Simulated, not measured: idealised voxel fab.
process module | voxel capacitor over wiring
cross-section cut | 280 nm wide | cells 5 nm
A cross-section is a grid of square cells, given in bands from the top down. A band is one or more rows of cells.
Each band's line starts with the height of the band's top and of its bottom, in nm. Then come its materials from left to right, each with its width in nm. One material with "throughout" fills the band from edge to edge. "air" is empty space.
Height 0 is the level under which the wafer as received is all one material. The lowest band goes on downwards, as in "0 down".
A width such as "30 to 40" changes by the same amount from each row of cells to the next, from the band's top row to its bottom row.
"no change" after a step means that no cell of the cross-section changed.
closed voids: empty space of 8 cells or more with no open way to the top, each as width x height at its distance from the left edge, in nm
after a step's settings: what the simulator itself notes on the step
overlay nm, on a step with a mask: how far to the right of its planned place the mask lay; to the left if negative
Each pair below shows a cross-section before one step and the cross-section after it, down to the lowest band that changed. The line under each pair gives the step between them, with its settings. The pairs can come from different runs of this module on the same starting wafer, so a pair continues from the pair above only where its "before" says so.
before
  0 down: Si throughout
  closed voids: none
after
  10 to 0: SiO2 throughout
  below 0: unchanged
  closed voids: none
the step between: op CONFORMAL_DEP | material SiO2 | thk nm 10
before: the cross-section after the pair above
after
  15 to 10: SiN throughout
  below 10: unchanged
  closed voids: none
the step between: op CONFORMAL_DEP | material SiN | thk nm 5
before: the cross-section after the pair above
after
  30 to 15: SiO2 throughout
  below 15: unchanged
  closed voids: none
the step between: op DIRECTIONAL_DEP | material SiO2 | thk nm 15
before: the cross-section after the pair above
after
  45 to 30: resist 95 | air 20 | resist 50 | air 20 | resist 95
  below 30: unchanged
  closed voids: none
the step between: op PATTERN | tone open | mask id METAL_1 | material resist | width nm 20 | pitch nm 70 | thk nm 15 | overlay nm 0
before: the cross-section after the pair above
after
  45 to 30: resist 95 | air 20 | resist 50 | air 20 | resist 95
  30 to 15: SiO2 95 | air 20 | SiO2 50 | air 20 | SiO2 95
  below 15: unchanged
  closed voids: none
the step between: op DIRECTIONAL_ETCH | etch materials SiO2 | depth nm 15
before: the cross-section after the pair above
after
  45 to 30: resist 95 | air 20 | resist 50 | air 20 | resist 95
  30 to 15: SiO2 95 | air 20 | SiO2 50 | air 20 | SiO2 95
  15 to 10: SiN 95 | air 20 | SiN 50 | air 20 | SiN 95
  below 10: unchanged
  closed voids: none
the step between: op DIRECTIONAL_ETCH | etch materials SiN | depth nm 5
before: the cross-section after the pair above
after
  30 to 15: SiO2 95 | air 20 | SiO2 50 | air 20 | SiO2 95
  below 15: unchanged
  closed voids: none
the step between: op STRIP | etch materials resist
before: the cross-section after the pair above
after
  35 to 30: TiN 100 | air 10 | TiN 60 | air 10 | TiN 100
  30 to 15: SiO2 95 | TiN 5 | air 10 | TiN 5 | SiO2 50 | TiN 5 | air 10 | TiN 5 | SiO2 95
  15 to 10: SiN 95 | TiN 20 | SiN 50 | TiN 20 | SiN 95
  below 10: unchanged
  closed voids: none
the step between: op CONFORMAL_DEP | material TiN | thk nm 5
before: the cross-section after the pair above
after
  45 to 35: W throughout
  35 to 30: TiN 100 | W 10 | TiN 60 | W 10 | TiN 100
  30 to 15: SiO2 95 | TiN 5 | W 10 | TiN 5 | SiO2 50 | TiN 5 | W 10 | TiN 5 | SiO2 95
  below 15: unchanged
  closed voids: none
the step between: op FILL_DEP | material W | thk nm 10
before: the cross-section after the pair above
after
  30 to 15: SiO2 95 | TiN 5 | W 10 | TiN 5 | SiO2 50 | TiN 5 | W 10 | TiN 5 | SiO2 95
  below 15: unchanged
  closed voids: none
the step between: op CMP | height nm 30
before: the cross-section after the pair above
after
  35 to 30: air 90 | Ru 30 | air 40 | Ru 30 | air 90
  below 30: unchanged
  closed voids: none
the step between: op EPI | material Ru | thk nm 5
before: the cross-section after the pair above
after
  40 to 35: SiCN throughout
  35 to 30: SiCN 90 | Ru 30 | SiCN 40 | Ru 30 | SiCN 90
  below 30: unchanged
  closed voids: none
the step between: op FILL_DEP | material SiCN | thk nm 5
before: the cross-section after the pair above
after
  50 to 40: lowk throughout
  below 40: unchanged
  closed voids: none
the step between: op DIRECTIONAL_DEP | material lowk | thk nm 10
before: the cross-section after the pair above
after
  65 to 50: aC throughout
  below 50: unchanged
  closed voids: none
the step between: op DIRECTIONAL_DEP | material aC | thk nm 15
before: the cross-section after the pair above
after
  100 to 65: resist 100 | air 15 | resist 165
  below 65: unchanged
  closed voids: none
the step between: op PATTERN | tone open | mask id PLUG_1 | material resist | width nm 15 | thk nm 35 | overlay nm 0
before: the cross-section after the pair above
after
  85 to 65: resist 100 | air 15 | resist 165
  65 to 50: aC 100 | air 15 | aC 165
  below 50: unchanged
  closed voids: none
the step between: op DIRECTIONAL_ETCH | etch materials aC | depth nm 15
before: the cross-section after the pair above
after
  65 to 50: aC 100 | air 15 | aC 165
  below 50: unchanged
  closed voids: none
the step between: op STRIP | etch materials resist
before: the cross-section after the pair above
after
  65 to 50: aC 100 | air 15 | aC 165
  50 to 40: lowk 100 | air 15 | lowk 165
  below 40: unchanged
  closed voids: none
the step between: op DIRECTIONAL_ETCH | etch materials lowk | depth nm 10
before: the cross-section after the pair above
after
  65 to 50: aC 100 | air 15 | aC 165
  50 to 40: lowk 100 | air 15 | lowk 165
  40 to 35: SiCN 100 | air 15 | SiCN 165
  below 35: unchanged
  closed voids: none
the step between: op DIRECTIONAL_ETCH | etch materials SiCN | depth nm 5
before: the cross-section after the pair above
after
  50 to 40: lowk 100 | air 15 | lowk 165
  below 40: unchanged
  closed voids: none
the step between: op STRIP | etch materials aC
before: the cross-section after the pair above
after
  55 to 50: TiN 105 | air 5 | TiN 170
  50 to 40: lowk 100 | TiN 5 | air 5 | TiN 5 | lowk 165
  40 to 35: SiCN 100 | TiN 15 | SiCN 165
  below 35: unchanged
  closed voids: none
the step between: op CONFORMAL_DEP | material TiN | thk nm 5
before: the cross-section after the pair above
after
  65 to 55: Ru throughout
  55 to 50: TiN 105 | Ru 5 | TiN 170
  50 to 40: lowk 100 | TiN 5 | Ru 5 | TiN 5 | lowk 165
  below 40: unchanged
  closed voids: none
the step between: op FILL_DEP | material Ru | thk nm 10
before: the cross-section after the pair above
after
  50 to 40: lowk 100 | TiN 5 | Ru 5 | TiN 5 | lowk 165
  below 40: unchanged
  closed voids: none
the step between: op CMP | height nm 50
before: the cross-section after the pair above
after
  55 to 50: TiN throughout
  below 50: unchanged
  closed voids: none
the step between: op DIRECTIONAL_DEP | material TiN | thk nm 5
before: the cross-section after the pair above
after
  60 to 55: HfO2 throughout
  below 55: unchanged
  closed voids: none
the step between: op DIRECTIONAL_DEP | material HfO2 | thk nm 5
before: the cross-section after the pair above
after
  65 to 60: TiN throughout
  below 60: unchanged
  closed voids: none
the step between: op DIRECTIONAL_DEP | material TiN | thk nm 5
before: the cross-section after the pair above
after
  75 to 65: aC throughout
  below 65: unchanged
  closed voids: none
the step between: op DIRECTIONAL_DEP | material aC | thk nm 10
before: the cross-section after the pair above
after
  100 to 75: air 100 | resist 55 | air 125
  below 75: unchanged
  closed voids: none
the step between: op PATTERN | tone cover | mask id UPPER_PLATE | material resist | width nm 55 | thk nm 25 | overlay nm 0
before: the cross-section after the pair above
after
  90 to 75: air 100 | resist 55 | air 125
  75 to 65: air 100 | aC 55 | air 125
  below 65: unchanged
  closed voids: none
the step between: op DIRECTIONAL_ETCH | etch materials aC | depth nm 10
before: the cross-section after the pair above
after
  75 to 65: air 100 | aC 55 | air 125
  below 65: unchanged
  closed voids: none
the step between: op STRIP | etch materials resist
before: the cross-section after the pair above
after
  75 to 65: air 100 | aC 55 | air 125
  65 to 60: air 100 | TiN 55 | air 125
  below 60: unchanged
  closed voids: none
the step between: op DIRECTIONAL_ETCH | etch materials TiN | depth nm 5
before: the cross-section after the pair above
after
  75 to 65: air 100 | aC 55 | air 125
  65 to 60: air 100 | TiN 55 | air 125
  60 to 55: air 100 | HfO2 55 | air 125
  below 55: unchanged
  closed voids: none
the step between: op DIRECTIONAL_ETCH | etch materials HfO2 | depth nm 5
before: the cross-section after the pair above
after
  65 to 60: air 100 | TiN 55 | air 125
  below 60: unchanged
  closed voids: none
the step between: op STRIP | etch materials aC
before: the cross-section after the pair above
after
  65 to 60: air 100 | TiN 55 | air 125
  60 to 55: air 100 | HfO2 55 | air 125
  55 to 50: air 95 | TiN 65 | air 120
  below 50: unchanged
  closed voids: none
the step between: op MASKED_ETCH | tone cover | mask id LOWER_PLATE | width nm 65 | etch materials TiN | depth nm 5 | overlay nm 0
before: the cross-section after the pair above
after
  80 to 65: SiO2 throughout
  65 to 60: SiO2 100 | TiN 55 | SiO2 125
  60 to 55: SiO2 100 | HfO2 55 | SiO2 125
  55 to 50: SiO2 95 | TiN 65 | SiO2 120
  below 50: unchanged
  closed voids: none
the step between: op FILL_DEP | material SiO2 | thk nm 15
before: the cross-section after the pair above
after
  75 to 65: SiO2 throughout
  below 65: unchanged
  closed voids: none
the step between: op CMP | height nm 75
before: the cross-section after the pair above
after
  90 to 75: aC throughout
  below 75: unchanged
  closed voids: none
the step between: op DIRECTIONAL_DEP | material aC | thk nm 15
before: the cross-section after the pair above
after
  120 to 90: resist 110 | air 15 | resist 155
  below 90: unchanged
  closed voids: none
the step between: op PATTERN | tone open | mask id PLUG_2 | material resist | width nm 15 | thk nm 30 | overlay nm 0
before: the cross-section after the pair above
after
  105 to 90: resist 110 | air 15 | resist 155
  90 to 75: aC 110 | air 15 | aC 155
  below 75: unchanged
  closed voids: none
the step between: op DIRECTIONAL_ETCH | etch materials aC | depth nm 15
before: the cross-section after the pair above
after
  90 to 75: aC 110 | air 15 | aC 155
  below 75: unchanged
  closed voids: none
the step between: op STRIP | etch materials resist
before: the cross-section after the pair above
after
  90 to 75: aC 110 | air 15 | aC 155
  75 to 65: SiO2 110 | air 15 | SiO2 155
  below 65: unchanged
  closed voids: none
the step between: op DIRECTIONAL_ETCH | etch materials SiO2 | depth nm 10
before: the cross-section after the pair above
after
  75 to 65: SiO2 110 | air 15 | SiO2 155
  below 65: unchanged
  closed voids: none
the step between: op STRIP | etch materials aC
before: the cross-section after the pair above
after
  80 to 75: TiN 115 | air 5 | TiN 160
  75 to 70: SiO2 110 | TiN 5 | air 5 | TiN 5 | SiO2 155
  70 to 60: SiO2 110 to 100 | TiN 15 to 55 | SiO2 155 to 125
  below 60: unchanged
  closed voids: none
the step between: op CONFORMAL_DEP | material TiN | thk nm 5
before: the cross-section after the pair above
after
  90 to 80: Cu throughout
  80 to 75: TiN 115 | Cu 5 | TiN 160
  75 to 70: SiO2 110 | TiN 5 | Cu 5 | TiN 5 | SiO2 155
  below 70: unchanged
  closed voids: none
the step between: op FILL_DEP | material Cu | thk nm 10
before: the cross-section after the pair above
after
  75 to 70: SiO2 110 | TiN 5 | Cu 5 | TiN 5 | SiO2 155
  below 70: unchanged
  closed voids: none
the step between: op CMP | height nm 75
before: the cross-section after the pair above
after
  80 to 75: SiCN throughout
  below 75: unchanged
  closed voids: none
the step between: op CONFORMAL_DEP | material SiCN | thk nm 5
before
  35 to 30: air 90 | Ru 30 | air 40 | Ru 30 | air 90
  30 to 15: SiO2 95 | TiN 5 | W 10 | TiN 5 | SiO2 50 | TiN 5 | W 10 | TiN 5 | SiO2 95
  15 to 10: SiN 95 | TiN 20 | SiN 50 | TiN 20 | SiN 95
  10 to 0: SiO2 throughout
  0 down: Si throughout
  closed voids: none
after
  45 to 40: air 90 | lowk 30 | air 40 | lowk 30 | air 90
  40 to 35: lowk throughout
  35 to 30: lowk 90 | Ru 30 | lowk 40 | Ru 30 | lowk 90
  below 30: unchanged
  closed voids: none
the step between: op DIRECTIONAL_DEP | material lowk | thk nm 10
before: the cross-section after the pair above
after
  60 to 55: air 90 | aC 30 | air 40 | aC 30 | air 90
  55 to 45: aC throughout
  45 to 40: aC 90 | lowk 30 | aC 40 | lowk 30 | aC 90
  below 40: unchanged
  closed voids: none
the step between: op DIRECTIONAL_DEP | material aC | thk nm 15
before: the cross-section after the pair above
after
  95 to 60: resist 100 | air 15 | resist 165
  60 to 55: resist 90 | aC 30 | resist 40 | aC 30 | resist 90
  below 55: unchanged
  closed voids: none
the step between: op PATTERN | tone open | mask id PLUG_1 | material resist | width nm 15 | thk nm 35 | overlay nm 0
before: the cross-section after the pair above
after
  80 to 60: resist 100 | air 15 | resist 165
  60 to 55: resist 90 | aC 10 | air 15 | aC 5 | resist 40 | aC 30 | resist 90
  55 to 45: aC 100 | air 15 | aC 165
  below 45: unchanged
  closed voids: none
the step between: op DIRECTIONAL_ETCH | etch materials aC | depth nm 15
before: the cross-section after the pair above
after
  60 to 55: air 90 | aC 10 | air 15 | aC 5 | air 40 | aC 30 | air 90
  below 55: unchanged
  closed voids: none
the step between: op STRIP | etch materials resist
before: the cross-section after the pair above
after
  60 to 55: air 90 | aC 10 | air 15 | aC 5 | air 40 | aC 30 | air 90
  55 to 45: aC 100 | air 15 | aC 165
  45 to 40: aC 90 | lowk 10 | air 15 | lowk 5 | aC 40 | lowk 30 | aC 90
  40 to 35: lowk 100 | air 15 | lowk 165
  below 35: unchanged
  closed voids: none
the step between: op DIRECTIONAL_ETCH | etch materials lowk | depth nm 10
before: the cross-section after the pair above
after
  45 to 40: air 90 | lowk 10 | air 15 | lowk 5 | air 40 | lowk 30 | air 90
  below 40: unchanged
  closed voids: none
the step between: op STRIP | etch materials aC
before: the cross-section after the pair above
after
  50 to 45: air 85 | TiN 20 | air 5 | TiN 15 | air 30 | TiN 40 | air 85
  45 to 40: TiN 90 | lowk 10 | TiN 5 | air 5 | TiN 5 | lowk 5 | TiN 40 | lowk 30 | TiN 90
  40 to 35: lowk 100 | TiN 15 | lowk 165
  below 35: unchanged
  closed voids: none
the step between: op CONFORMAL_DEP | material TiN | thk nm 5
before: the cross-section after the pair above
after
  60 to 50: Ru throughout
  50 to 45: Ru 85 | TiN 20 | Ru 5 | TiN 15 | Ru 30 | TiN 40 | Ru 85
  45 to 40: TiN 90 | lowk 10 | TiN 5 | Ru 5 | TiN 5 | lowk 5 | TiN 40 | lowk 30 | TiN 90
  below 40: unchanged
  closed voids: none
the step between: op FILL_DEP | material Ru | thk nm 10
before: the cross-section after the pair above
after
  50 to 45: Ru 85 | TiN 20 | Ru 5 | TiN 15 | Ru 30 | TiN 40 | Ru 85
  below 45: unchanged
  closed voids: none
the step between: op CMP | height nm 50
before: the cross-section after the pair above
after
  55 to 50: TiN throughout
  below 50: unchanged
  closed voids: none
the step between: op DIRECTIONAL_DEP | material TiN | thk nm 5
before: the cross-section after the pair above
after
  60 to 55: HfO2 throughout
  below 55: unchanged
  closed voids: none
the step between: op DIRECTIONAL_DEP | material HfO2 | thk nm 5
before: the cross-section after the pair above
after
  65 to 60: TiN throughout
  below 60: unchanged
  closed voids: none
the step between: op DIRECTIONAL_DEP | material TiN | thk nm 5
before: the cross-section after the pair above
after
  75 to 65: aC throughout
  below 65: unchanged
  closed voids: none
the step between: op DIRECTIONAL_DEP | material aC | thk nm 10
before: the cross-section after the pair above
after
  100 to 75: air 100 | resist 55 | air 125
  below 75: unchanged
  closed voids: none
the step between: op PATTERN | tone cover | mask id UPPER_PLATE | material resist | width nm 55 | thk nm 25 | overlay nm 0
before: the cross-section after the pair above
after
  90 to 75: air 100 | resist 55 | air 125
  75 to 65: air 100 | aC 55 | air 125
  below 65: unchanged
  closed voids: none
the step between: op DIRECTIONAL_ETCH | etch materials aC | depth nm 10
before: the cross-section after the pair above
after
  75 to 65: air 100 | aC 55 | air 125
  below 65: unchanged
  closed voids: none
the step between: op STRIP | etch materials resist
before: the cross-section after the pair above
after
  75 to 65: air 100 | aC 55 | air 125
  65 to 60: air 100 | TiN 55 | air 125
  below 60: unchanged
  closed voids: none
the step between: op DIRECTIONAL_ETCH | etch materials TiN | depth nm 5
before: the cross-section after the pair above
after
  75 to 65: air 100 | aC 55 | air 125
  65 to 60: air 100 | TiN 55 | air 125
  60 to 55: air 100 | HfO2 55 | air 125
  below 55: unchanged
  closed voids: none
the step between: op DIRECTIONAL_ETCH | etch materials HfO2 | depth nm 5
before: the cross-section after the pair above
after
  65 to 60: air 100 | TiN 55 | air 125
  below 60: unchanged
  closed voids: none
the step between: op STRIP | etch materials aC
before: the cross-section after the pair above
after
  65 to 60: air 100 | TiN 55 | air 125
  60 to 55: air 100 | HfO2 55 | air 125
  55 to 50: air 95 | TiN 65 | air 120
  below 50: unchanged
  closed voids: none
the step between: op MASKED_ETCH | tone cover | mask id LOWER_PLATE | width nm 65 | etch materials TiN | depth nm 5 | overlay nm 0
before: the cross-section after the pair above
after
  80 to 65: SiO2 throughout
  65 to 60: SiO2 100 | TiN 55 | SiO2 125
  60 to 55: SiO2 100 | HfO2 55 | SiO2 125
  55 to 50: SiO2 95 | TiN 65 | SiO2 120
  below 50: unchanged
  closed voids: none
the step between: op FILL_DEP | material SiO2 | thk nm 15
before: the cross-section after the pair above
after
  75 to 65: SiO2 throughout
  below 65: unchanged
  closed voids: none
the step between: op CMP | height nm 75
before: the cross-section after the pair above
after
  90 to 75: aC throughout
  below 75: unchanged
  closed voids: none
the step between: op DIRECTIONAL_DEP | material aC | thk nm 15
before: the cross-section after the pair above
after
  120 to 90: resist 110 | air 15 | resist 155
  below 90: unchanged
  closed voids: none
the step between: op PATTERN | tone open | mask id PLUG_2 | material resist | width nm 15 | thk nm 30 | overlay nm 0
before: the cross-section after the pair above
after
  105 to 90: resist 110 | air 15 | resist 155
  90 to 75: aC 110 | air 15 | aC 155
  below 75: unchanged
  closed voids: none
the step between: op DIRECTIONAL_ETCH | etch materials aC | depth nm 15
before: the cross-section after the pair above
after
  90 to 75: aC 110 | air 15 | aC 155
  below 75: unchanged
  closed voids: none
the step between: op STRIP | etch materials resist
before: the cross-section after the pair above
after
  90 to 75: aC 110 | air 15 | aC 155
  75 to 65: SiO2 110 | air 15 | SiO2 155
  below 65: unchanged
  closed voids: none
the step between: op DIRECTIONAL_ETCH | etch materials SiO2 | depth nm 10
before: the cross-section after the pair above
after
  75 to 65: SiO2 110 | air 15 | SiO2 155
  below 65: unchanged
  closed voids: none
the step between: op STRIP | etch materials aC
before: the cross-section after the pair above
after
  80 to 75: TiN 115 | air 5 | TiN 160
  75 to 70: SiO2 110 | TiN 5 | air 5 | TiN 5 | SiO2 155
  70 to 60: SiO2 110 to 100 | TiN 15 to 55 | SiO2 155 to 125
  below 60: unchanged
  closed voids: none
the step between: op CONFORMAL_DEP | material TiN | thk nm 5
before: the cross-section after the pair above
after
  90 to 80: Cu throughout
  80 to 75: TiN 115 | Cu 5 | TiN 160
  75 to 70: SiO2 110 | TiN 5 | Cu 5 | TiN 5 | SiO2 155
  below 70: unchanged
  closed voids: none
the step between: op FILL_DEP | material Cu | thk nm 10
before: the cross-section after the pair above
after
  75 to 70: SiO2 110 | TiN 5 | Cu 5 | TiN 5 | SiO2 155
  below 70: unchanged
  closed voids: none
the step between: op CMP | height nm 75
before: the cross-section after the pair above
after
  80 to 75: SiCN throughout
  below 75: unchanged
  closed voids: none
the step between: op CONFORMAL_DEP | material SiCN | thk nm 5
before
  80 to 65: SiO2 throughout
  65 to 60: SiO2 100 | TiN 55 | SiO2 125
  60 to 55: SiO2 100 | HfO2 55 | SiO2 125
  55 to 50: SiO2 95 | TiN 65 | SiO2 120
  50 to 40: lowk 100 | TiN 5 | Ru 5 | TiN 5 | lowk 165
  40 to 35: SiCN 100 | TiN 15 | SiCN 165
  35 to 30: SiCN 90 | Ru 30 | SiCN 40 | Ru 30 | SiCN 90
  30 to 15: SiO2 95 | TiN 5 | W 10 | TiN 5 | SiO2 50 | TiN 5 | W 10 | TiN 5 | SiO2 95
  15 to 10: SiN 95 | TiN 20 | SiN 50 | TiN 20 | SiN 95
  10 to 0: SiO2 throughout
  0 down: Si throughout
  closed voids: none
after
  95 to 65: SiO2 throughout
  below 65: unchanged
  closed voids: none
the step between: op FILL_DEP | material SiO2 | thk nm 15
before: the cross-section after the pair above
after
  75 to 65: SiO2 throughout
  below 65: unchanged
  closed voids: none
the step between: op CMP | height nm 75
before
  0 down: Si throughout
  closed voids: none
after
  5 to 0: SiN throughout
  below 0: unchanged
  closed voids: none
the step between: op CONFORMAL_DEP | material SiN | thk nm 5
before: the cross-section after the pair above
after
  15 to 5: SiO2 throughout
  below 5: unchanged
  closed voids: none
the step between: op CONFORMAL_DEP | material SiO2 | thk nm 10
before: the cross-section after the pair above
after
  30 to 5: SiO2 throughout
  below 5: unchanged
  closed voids: none
the step between: op DIRECTIONAL_DEP | material SiO2 | thk nm 15
before: the cross-section after the pair above
after
  45 to 30: resist 95 | air 20 | resist 50 | air 20 | resist 95
  below 30: unchanged
  closed voids: none
the step between: op PATTERN | tone open | mask id METAL_1 | material resist | width nm 20 | pitch nm 70 | thk nm 15 | overlay nm 0
before: the cross-section after the pair above
after
  45 to 30: resist 95 | air 20 | resist 50 | air 20 | resist 95
  30 to 15: SiO2 95 | air 20 | SiO2 50 | air 20 | SiO2 95
  below 15: unchanged
  closed voids: none
the step between: op DIRECTIONAL_ETCH | etch materials SiO2 | depth nm 15
before: the cross-section after the pair above
after
  30 to 15: SiO2 95 | air 20 | SiO2 50 | air 20 | SiO2 95
  below 15: unchanged
  closed voids: none
the step between: op STRIP | etch materials resist
before: the cross-section after the pair above
after
  35 to 30: TiN 100 | air 10 | TiN 60 | air 10 | TiN 100
  30 to 20: SiO2 95 | TiN 5 | air 10 | TiN 5 | SiO2 50 | TiN 5 | air 10 | TiN 5 | SiO2 95
  20 to 15: SiO2 95 | TiN 20 | SiO2 50 | TiN 20 | SiO2 95
  below 15: unchanged
  closed voids: none
the step between: op CONFORMAL_DEP | material TiN | thk nm 5
before: the cross-section after the pair above
after
  45 to 35: W throughout
  35 to 30: TiN 100 | W 10 | TiN 60 | W 10 | TiN 100
  30 to 20: SiO2 95 | TiN 5 | W 10 | TiN 5 | SiO2 50 | TiN 5 | W 10 | TiN 5 | SiO2 95
  below 20: unchanged
  closed voids: none
the step between: op FILL_DEP | material W | thk nm 10
before: the cross-section after the pair above
after
  30 to 20: SiO2 95 | TiN 5 | W 10 | TiN 5 | SiO2 50 | TiN 5 | W 10 | TiN 5 | SiO2 95
  below 20: unchanged
  closed voids: none
the step between: op CMP | height nm 30
before: the cross-section after the pair above
after
  35 to 30: air 90 | Ru 30 | air 40 | Ru 30 | air 90
  below 30: unchanged
  closed voids: none
the step between: op EPI | material Ru | thk nm 5
before: the cross-section after the pair above
after
  40 to 35: SiCN throughout
  35 to 30: SiCN 90 | Ru 30 | SiCN 40 | Ru 30 | SiCN 90
  below 30: unchanged
  closed voids: none
the step between: op FILL_DEP | material SiCN | thk nm 5
before: the cross-section after the pair above
after
  50 to 40: lowk throughout
  below 40: unchanged
  closed voids: none
the step between: op DIRECTIONAL_DEP | material lowk | thk nm 10
before: the cross-section after the pair above
after
  65 to 50: aC throughout
  below 50: unchanged
  closed voids: none
the step between: op DIRECTIONAL_DEP | material aC | thk nm 15
before: the cross-section after the pair above
after
  100 to 65: resist 100 | air 15 | resist 165
  below 65: unchanged
  closed voids: none
the step between: op PATTERN | tone open | mask id PLUG_1 | material resist | width nm 15 | thk nm 35 | overlay nm 0
before: the cross-section after the pair above
after
  85 to 65: resist 100 | air 15 | resist 165
  65 to 50: aC 100 | air 15 | aC 165
  below 50: unchanged
  closed voids: none
the step between: op DIRECTIONAL_ETCH | etch materials aC | depth nm 15
before: the cross-section after the pair above
after
  65 to 50: aC 100 | air 15 | aC 165
  below 50: unchanged
  closed voids: none
the step between: op STRIP | etch materials resist
before: the cross-section after the pair above
after
  65 to 50: aC 100 | air 15 | aC 165
  50 to 40: lowk 100 | air 15 | lowk 165
  below 40: unchanged
  closed voids: none
the step between: op DIRECTIONAL_ETCH | etch materials lowk | depth nm 10
before: the cross-section after the pair above
after
  65 to 50: aC 100 | air 15 | aC 165
  50 to 40: lowk 100 | air 15 | lowk 165
  40 to 35: SiCN 100 | air 15 | SiCN 165
  below 35: unchanged
  closed voids: none
the step between: op DIRECTIONAL_ETCH | etch materials SiCN | depth nm 5
before: the cross-section after the pair above
after
  50 to 40: lowk 100 | air 15 | lowk 165
  below 40: unchanged
  closed voids: none
the step between: op STRIP | etch materials aC
before: the cross-section after the pair above
after
  55 to 50: TiN 105 | air 5 | TiN 170
  50 to 40: lowk 100 | TiN 5 | air 5 | TiN 5 | lowk 165
  40 to 35: SiCN 100 | TiN 15 | SiCN 165
  below 35: unchanged
  closed voids: none
the step between: op CONFORMAL_DEP | material TiN | thk nm 5
before: the cross-section after the pair above
after
  65 to 55: Ru throughout
  55 to 50: TiN 105 | Ru 5 | TiN 170
  50 to 40: lowk 100 | TiN 5 | Ru 5 | TiN 5 | lowk 165
  below 40: unchanged
  closed voids: none
the step between: op FILL_DEP | material Ru | thk nm 10
before: the cross-section after the pair above
after
  50 to 40: lowk 100 | TiN 5 | Ru 5 | TiN 5 | lowk 165
  below 40: unchanged
  closed voids: none
the step between: op CMP | height nm 50
before: the cross-section after the pair above
after
  55 to 50: TiN throughout
  below 50: unchanged
  closed voids: none
the step between: op DIRECTIONAL_DEP | material TiN | thk nm 5
before: the cross-section after the pair above
after
  60 to 55: HfO2 throughout
  below 55: unchanged
  closed voids: none
the step between: op DIRECTIONAL_DEP | material HfO2 | thk nm 5
before: the cross-section after the pair above
after
  65 to 60: TiN throughout
  below 60: unchanged
  closed voids: none
the step between: op DIRECTIONAL_DEP | material TiN | thk nm 5
before: the cross-section after the pair above
after
  75 to 65: aC throughout
  below 65: unchanged
  closed voids: none
the step between: op DIRECTIONAL_DEP | material aC | thk nm 10
before: the cross-section after the pair above
after
  100 to 75: air 100 | resist 55 | air 125
  below 75: unchanged
  closed voids: none
the step between: op PATTERN | tone cover | mask id UPPER_PLATE | material resist | width nm 55 | thk nm 25 | overlay nm 0
before: the cross-section after the pair above
after
  90 to 75: air 100 | resist 55 | air 125
  75 to 65: air 100 | aC 55 | air 125
  below 65: unchanged
  closed voids: none
the step between: op DIRECTIONAL_ETCH | etch materials aC | depth nm 10
before: the cross-section after the pair above
after
  75 to 65: air 100 | aC 55 | air 125
  below 65: unchanged
  closed voids: none
the step between: op STRIP | etch materials resist
before: the cross-section after the pair above
after
  75 to 65: air 100 | aC 55 | air 125
  65 to 60: air 100 | TiN 55 | air 125
  below 60: unchanged
  closed voids: none
the step between: op DIRECTIONAL_ETCH | etch materials TiN | depth nm 5
before: the cross-section after the pair above
after
  75 to 65: air 100 | aC 55 | air 125
  65 to 60: air 100 | TiN 55 | air 125
  60 to 55: air 100 | HfO2 55 | air 125
  below 55: unchanged
  closed voids: none
the step between: op DIRECTIONAL_ETCH | etch materials HfO2 | depth nm 5
before: the cross-section after the pair above
after
  65 to 60: air 100 | TiN 55 | air 125
  below 60: unchanged
  closed voids: none
the step between: op STRIP | etch materials aC
before: the cross-section after the pair above
after
  65 to 60: air 100 | TiN 55 | air 125
  60 to 55: air 100 | HfO2 55 | air 125
  55 to 50: air 95 | TiN 65 | air 120
  below 50: unchanged
  closed voids: none
the step between: op MASKED_ETCH | tone cover | mask id LOWER_PLATE | width nm 65 | etch materials TiN | depth nm 5 | overlay nm 0
before: the cross-section after the pair above
after
  80 to 65: SiO2 throughout
  65 to 60: SiO2 100 | TiN 55 | SiO2 125
  60 to 55: SiO2 100 | HfO2 55 | SiO2 125
  55 to 50: SiO2 95 | TiN 65 | SiO2 120
  below 50: unchanged
  closed voids: none
the step between: op FILL_DEP | material SiO2 | thk nm 15
before: the cross-section after the pair above
after
  75 to 65: SiO2 throughout
  below 65: unchanged
  closed voids: none
the step between: op CMP | height nm 75
before: the cross-section after the pair above
after
  90 to 75: aC throughout
  below 75: unchanged
  closed voids: none
the step between: op DIRECTIONAL_DEP | material aC | thk nm 15
before: the cross-section after the pair above
after
  120 to 90: resist 110 | air 15 | resist 155
  below 90: unchanged
  closed voids: none
the step between: op PATTERN | tone open | mask id PLUG_2 | material resist | width nm 15 | thk nm 30 | overlay nm 0
before: the cross-section after the pair above
after
  105 to 90: resist 110 | air 15 | resist 155
  90 to 75: aC 110 | air 15 | aC 155
  below 75: unchanged
  closed voids: none
the step between: op DIRECTIONAL_ETCH | etch materials aC | depth nm 15
before: the cross-section after the pair above
after
  90 to 75: aC 110 | air 15 | aC 155
  below 75: unchanged
  closed voids: none
the step between: op STRIP | etch materials resist
before: the cross-section after the pair above
after
  90 to 75: aC 110 | air 15 | aC 155
  75 to 65: SiO2 110 | air 15 | SiO2 155
  below 65: unchanged
  closed voids: none
the step between: op DIRECTIONAL_ETCH | etch materials SiO2 | depth nm 10
before: the cross-section after the pair above
after
  75 to 65: SiO2 110 | air 15 | SiO2 155
  below 65: unchanged
  closed voids: none
the step between: op STRIP | etch materials aC
before: the cross-section after the pair above
after
  80 to 75: TiN 115 | air 5 | TiN 160
  75 to 70: SiO2 110 | TiN 5 | air 5 | TiN 5 | SiO2 155
  70 to 60: SiO2 110 to 100 | TiN 15 to 55 | SiO2 155 to 125
  below 60: unchanged
  closed voids: none
the step between: op CONFORMAL_DEP | material TiN | thk nm 5
before: the cross-section after the pair above
after
  90 to 80: Cu throughout
  80 to 75: TiN 115 | Cu 5 | TiN 160
  75 to 70: SiO2 110 | TiN 5 | Cu 5 | TiN 5 | SiO2 155
  below 70: unchanged
  closed voids: none
the step between: op FILL_DEP | material Cu | thk nm 10
before: the cross-section after the pair above
after
  75 to 70: SiO2 110 | TiN 5 | Cu 5 | TiN 5 | SiO2 155
  below 70: unchanged
  closed voids: none
the step between: op CMP | height nm 75
before: the cross-section after the pair above
after
  80 to 75: SiCN throughout
  below 75: unchanged
  closed voids: none
the step between: op CONFORMAL_DEP | material SiCN | thk nm 5
before
  0 down: Si throughout
  closed voids: none
after
  15 to 0: SiO2 throughout
  below 0: unchanged
  closed voids: none
the step between: op CONFORMAL_DEP | material SiO2 | thk nm 15
before: the cross-section after the pair above
after
  20 to 15: SiN throughout
  below 15: unchanged
  closed voids: none
the step between: op CONFORMAL_DEP | material SiN | thk nm 5
before: the cross-section after the pair above
after
  35 to 20: SiO2 throughout
  below 20: unchanged
  closed voids: none
the step between: op DIRECTIONAL_DEP | material SiO2 | thk nm 15
before: the cross-section after the pair above
after
  50 to 35: resist 95 | air 20 | resist 50 | air 20 | resist 95
  below 35: unchanged
  closed voids: none
the step between: op PATTERN | tone open | mask id METAL_1 | material resist | width nm 20 | pitch nm 70 | thk nm 15 | overlay nm 0
